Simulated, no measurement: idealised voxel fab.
Module name: voxel wiring stack (process module)
Pictured: cross-section cut, 210 nm wide, on a grid of 5 nm square cells.
This document writes a cross-section as a grid whose cells are square, and gives it as bands, listed from the top down; one or more rows of cells form a band.
It is stipulated that each band's entry specify, in nanometres, the height of the top of the band and then that of its bottom, followed by the materials of the band in left-to-right sequence, each together with its width in nanometres. A single material marked by the word "everywhere" is understood to fill the band from edge to edge; the word "blank" is understood to denote empty space.
The reference from which all heights are counted is 0, the level beneath which the as-received wafer is entirely one material; the lowest band, having no lower bound, proceeds downward and is written after the example "0 nm and below".
Read "30 to 40" as a graded width: first number on top, second number at the bottom, same change between each pair of neighbouring rows.
The designation "remains unaltered", where it is given for a processing step, indicates that no cell of the cross-section was altered in the course of that step.
"Sealed void listing" contains a list of empty spaces, each no smaller than 8 cells and without an open way to the top, written in the form width x height at distance with the distance from the left edge and all three in nm.
Heads up: the bit after the settings on a step's line is the simulator's remark on that step.
Among the settings permitted on a step's line is "overlay nm"; applied to a step with a mask, it specifies the extent to which the mask lay to the right of its planned position, whereas a negative figure signifies a position to the left.

The following list gives the planned process steps
1: RECEIVE with material Si
2: CONFORMAL_DEP with material SiO2, thk nm 15
3: DIRECTIONAL_DEP with material TiN, thk nm 5
4: DIRECTIONAL_DEP with material Ru, thk nm 20
5: MASKED_ETCH with tone cover, mask id METAL_1, width nm 30, pitch nm 60, etch materials Ru, depth nm 20, overlay nm 0
6: MASKED_ETCH with tone cover, mask id METAL_1, width nm 30, pitch nm 60, etch materials TiN, depth nm 5, overlay nm 0
7: CONFORMAL_DEP with material SiCN, thk nm 5
8: FILL_DEP with material SiO2, thk nm 5
9: CMP with height nm 40
10: CONFORMAL_DEP with material SiCN, thk nm 5
11: DIRECTIONAL_DEP with material SiO2, thk nm 10
12: MASKED_ETCH with tone open, mask id PLUG_1, width nm 15, etch materials SiO2, depth nm 10, overlay nm 0
13: MASKED_ETCH with tone open, mask id PLUG_1, width nm 15, etch materials SiCN, depth nm 5, overlay nm 0
14: EPI with material Ru, thk nm 10
15: EPI with material Ru, thk nm 5
16: CONFORMAL_DEP with material SiN, thk nm 5
17: DIRECTIONAL_DEP with material lowk, thk nm 20
18: MASKED_ETCH with tone open, mask id METAL_2, width nm 30, pitch nm 60, etch materials lowk, depth nm 20, overlay nm 0
19: MASKED_ETCH with tone open, mask id METAL_2, width nm 20, pitch nm 60, etch materials SiN, depth nm 5, overlay nm 0
20: CONFORMAL_DEP with material TiN, thk nm 5
21: FILL_DEP with material Cu, thk nm 10
22: CMP with height nm 80
23: EPI with material Ru, thk nm 5
24: FILL_DEP with material SiCN, thk nm 5
For clarity, it should be stated that the wafers under discussion commence in an identical condition and differ with respect to the width nm of step 19, the plan indicating the value that the first wafer had.

Cross-section of the first incoming wafer of several, state after step 1
0 nm and below | Si everywhere
Sealed void listing: none

Basically each wafer gets a line in the table, showing it at the end of the module: material by material, the cells it gained (+) or lost (-) since we got it, then its closed voids
width nm 20 | +28 Cu | +73 Ru | +153 SiCN | +34 SiN | +308 SiO2 | +40 TiN | +120 lowk | Sealed void listing: none
width nm 25 | +30 Cu | +73 Ru | +153 SiCN | +32 SiN | +308 SiO2 | +40 TiN | +120 lowk | Sealed void listing: none
width nm 30 | +32 Cu | +73 Ru | +153 SiCN | +30 SiN | +308 SiO2 | +40 TiN | +120 lowk | Sealed void listing: none
width nm 35 | +32 Cu | +73 Ru | +153 SiCN | +30 SiN | +308 SiO2 | +40 TiN | +120 lowk | Sealed void listing: none
width nm 40 | +32 Cu | +73 Ru | +153 SiCN | +30 SiN | +308 SiO2 | +40 TiN | +120 lowk | Sealed void listing: none
width nm 45 | +32 Cu | +73 Ru | +153 SiCN | +30 SiN | +308 SiO2 | +40 TiN | +120 lowk | Sealed void listing: none
